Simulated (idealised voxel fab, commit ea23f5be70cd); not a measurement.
Proc. module: voxel trench capacitor
FYI the section here is cut, 260 nm wide, cells are 5 nm squares.
For the purposes of this document, a cross-section shall be understood as a grid of square cells, specified as bands listed in top-to-bottom order, each band consisting of one or more rows of cells. First you get the band's top height and its bottom height, in nm, and then the materials it's made of, left to right, with each width in nm. If you see a single material with "throughout", that one covers the band edge to edge. "air" is empty space. For the purposes of this specification, 0 denotes the height below which the wafer in its as-received condition is composed wholly of one material, and the lowermost band, lacking a lower limit, extends downward without end, as expressed in "0 down". The expression "30 to 40" gives the width at the extremes of the band, the first number at its top row of cells and the second at its bottom row, with the width changing by equal amounts from each row to the next in between. "everything unchanged" (step): cross-section cells unchanged, all of them. "Fully sealed cavities": sealed empty spaces, 8 cells or more, no open way to top, listed width x height at distance, with distance from the left edge and width, height and distance in nm. It should be noted that, on the line of a given step, the content following the step's settings is a remark produced by the simulator itself with respect to that step. Steps that use a mask can have "overlay nm" on their line. It says how far the mask sat to the right of where it was meant to be. Negative means to the left.

# The following list gives the planned process steps
1,RECEIVE, material Si
2,CONFORMAL_DEP, material SiN, thk nm 5
3,DIRECTIONAL_DEP, material aC, thk nm 15
4,PATTERN, tone open, mask id TRENCH, material resist, width nm 25, pitch nm 45, thk nm 30, overlay nm 0
5,DIRECTIONAL_ETCH, etch materials aC, depth nm 15
6,STRIP, etch materials resist
7,DIRECTIONAL_ETCH, etch materials SiN, depth nm 5
8,DIRECTIONAL_ETCH, etch materials Si, depth nm 35
9,STRIP, etch materials aC
10,CONFORMAL_DEP, material Al2O3, thk nm 5
11,FILL_DEP, material polySi, thk nm 10
12,CMP, height nm 5

# First wafer out of two, processed as planned

# Incoming wafer, cross-sectional view, post step 1
0 down  Si throughout
Fully sealed cavities: none

# Cross-section of the wafer after step 2
5 to 0  SiN throughout
No changes below 0.

# Cross-section of the wafer after step 3
20 to 5  aC throughout
No changes below 5.

# Cross-section of the wafer after step 4
50 to 20  resist (70) | air (25) | resist (20) | air (25) | resist (20) | air (25) | resist (75)
No changes below 20.

# Cross-section of the wafer after step 5
35 to 20  resist (70) | air (25) | resist (20) | air (25) | resist (20) | air (25) | resist (75)
20 to 5  aC (70) | air (25) | aC (20) | air (25) | aC (20) | air (25) | aC (75)
No changes below 5.

# Cross-section of the wafer after step 6
20 to 5  aC (70) | air (25) | aC (20) | air (25) | aC (20) | air (25) | aC (75)
No changes below 5.

# Cross-section of the wafer after step 7
20 to 5  aC (70) | air (25) | aC (20) | air (25) | aC (20) | air (25) | aC (75)
5 to 0  SiN (70) | air (25) | SiN (20) | air (25) | SiN (20) | air (25) | SiN (75)
No changes below 0.

# Cross-section of the wafer after step 8
20 to 5  aC (70) | air (25) | aC (20) | air (25) | aC (20) | air (25) | aC (75)
5 to 0  SiN (70) | air (25) | SiN (20) | air (25) | SiN (20) | air (25) | SiN (75)
0 to -35  Si (70) | air (25) | Si (20) | air (25) | Si (20) | air (25) | Si (75)
No changes below -35.

# Cross-section of the wafer after step 9
5 to 0  SiN (70) | air (25) | SiN (20) | air (25) | SiN (20) | air (25) | SiN (75)
No changes below 0.

# Cross-section of the wafer after step 10
10 to 5  Al2O3 (75) | air (15) | Al2O3 (30) | air (15) | Al2O3 (30) | air (15) | Al2O3 (80)
5 to 0  SiN (70) | Al2O3 (5) | air (15) | Al2O3 (5) | SiN (20) | Al2O3 (5) | air (15) | Al2O3 (5) | SiN (20) | Al2O3 (5) | air (15) | Al2O3 (5) | SiN (75)
0 to -30  Si (70) | Al2O3 (5) | air (15) | Al2O3 (5) | Si (20) | Al2O3 (5) | air (15) | Al2O3 (5) | Si (20) | Al2O3 (5) | air (15) | Al2O3 (5) | Si (75)
-30 to -35  Si (70) | Al2O3 (25) | Si (20) | Al2O3 (25) | Si (20) | Al2O3 (25) | Si (75)
No changes below -35.

# Cross-section of the wafer after step 11
20 to 10  polySi throughout
10 to 5  Al2O3 (75) | polySi (15) | Al2O3 (30) | polySi (15) | Al2O3 (30) | polySi (15) | Al2O3 (80)
5 to 0  SiN (70) | Al2O3 (5) | polySi (15) | Al2O3 (5) | SiN (20) | Al2O3 (5) | polySi (15) | Al2O3 (5) | SiN (20) | Al2O3 (5) | polySi (15) | Al2O3 (5) | SiN (75)
0 to -30  Si (70) | Al2O3 (5) | polySi (15) | Al2O3 (5) | Si (20) | Al2O3 (5) | polySi (15) | Al2O3 (5) | Si (20) | Al2O3 (5) | polySi (15) | Al2O3 (5) | Si (75)
No changes below -30.

# Cross-section of the wafer after step 12
5 to 0  SiN (70) | Al2O3 (5) | polySi (15) | Al2O3 (5) | SiN (20) | Al2O3 (5) | polySi (15) | Al2O3 (5) | SiN (20) | Al2O3 (5) | polySi (15) | Al2O3 (5) | SiN (75)
No changes below 0.

# Wafer two. Same start, same plan, one slip in execution. Same as wafer one through step 7, inclusive

# Cross-section of the second wafer corresponding to the planned conclusion of step 8
5 to 0  SiN (70) | air (25) | SiN (20) | air (25) | SiN (20) | air (25) | SiN (75)
No changes below 0.

# Cross-section of the second wafer corresponding to the planned conclusion of step 9
5 to 0  SiN (70) | air (25) | SiN (20) | air (25) | SiN (20) | air (25) | SiN (75)
0 to -35  Si (70) | air (25) | Si (20) | air (25) | Si (20) | air (25) | Si (75)
No changes below -35.

# Cross-section of the second wafer corresponding to the planned conclusion of step 10
10 to 5  Al2O3 (75) | air (15) | Al2O3 (30) | air (15) | Al2O3 (30) | air (15) | Al2O3 (80)
5 to 0  SiN (70) | Al2O3 (5) | air (15) | Al2O3 (5) | SiN (20) | Al2O3 (5) | air (15) | Al2O3 (5) | SiN (20) | Al2O3 (5) | air (15) | Al2O3 (5) | SiN (75)
0 to -30  Si (70) | Al2O3 (5) | air (15) | Al2O3 (5) | Si (20) | Al2O3 (5) | air (15) | Al2O3 (5) | Si (20) | Al2O3 (5) | air (15) | Al2O3 (5) | Si (75)
-30 to -35  Si (70) | Al2O3 (25) | Si (20) | Al2O3 (25) | Si (20) | Al2O3 (25) | Si (75)
No changes below -35.

# Cross-section of the second wafer corresponding to the planned conclusion of step 11
20 to 10  polySi throughout
10 to 5  Al2O3 (75) | polySi (15) | Al2O3 (30) | polySi (15) | Al2O3 (30) | polySi (15) | Al2O3 (80)
5 to 0  SiN (70) | Al2O3 (5) | polySi (15) | Al2O3 (5) | SiN (20) | Al2O3 (5) | polySi (15) | Al2O3 (5) | SiN (20) | Al2O3 (5) | polySi (15) | Al2O3 (5) | SiN (75)
0 to -30  Si (70) | Al2O3 (5) | polySi (15) | Al2O3 (5) | Si (20) | Al2O3 (5) | polySi (15) | Al2O3 (5) | Si (20) | Al2O3 (5) | polySi (15) | Al2O3 (5) | Si (75)
No changes below -30.

# Cross-section of the second wafer corresponding to the planned conclusion of step 12
5 to 0  SiN (70) | Al2O3 (5) | polySi (15) | Al2O3 (5) | SiN (20) | Al2O3 (5) | polySi (15) | Al2O3 (5) | SiN (20) | Al2O3 (5) | polySi (15) | Al2O3 (5) | SiN (75)
No changes below 0.
what went wrong: ran 8 and 9 in swapped order versus the plan
If you compare the two wafers at the end, their cross-sections are the same, so as far as this model is concerned the mistake changes nothing.
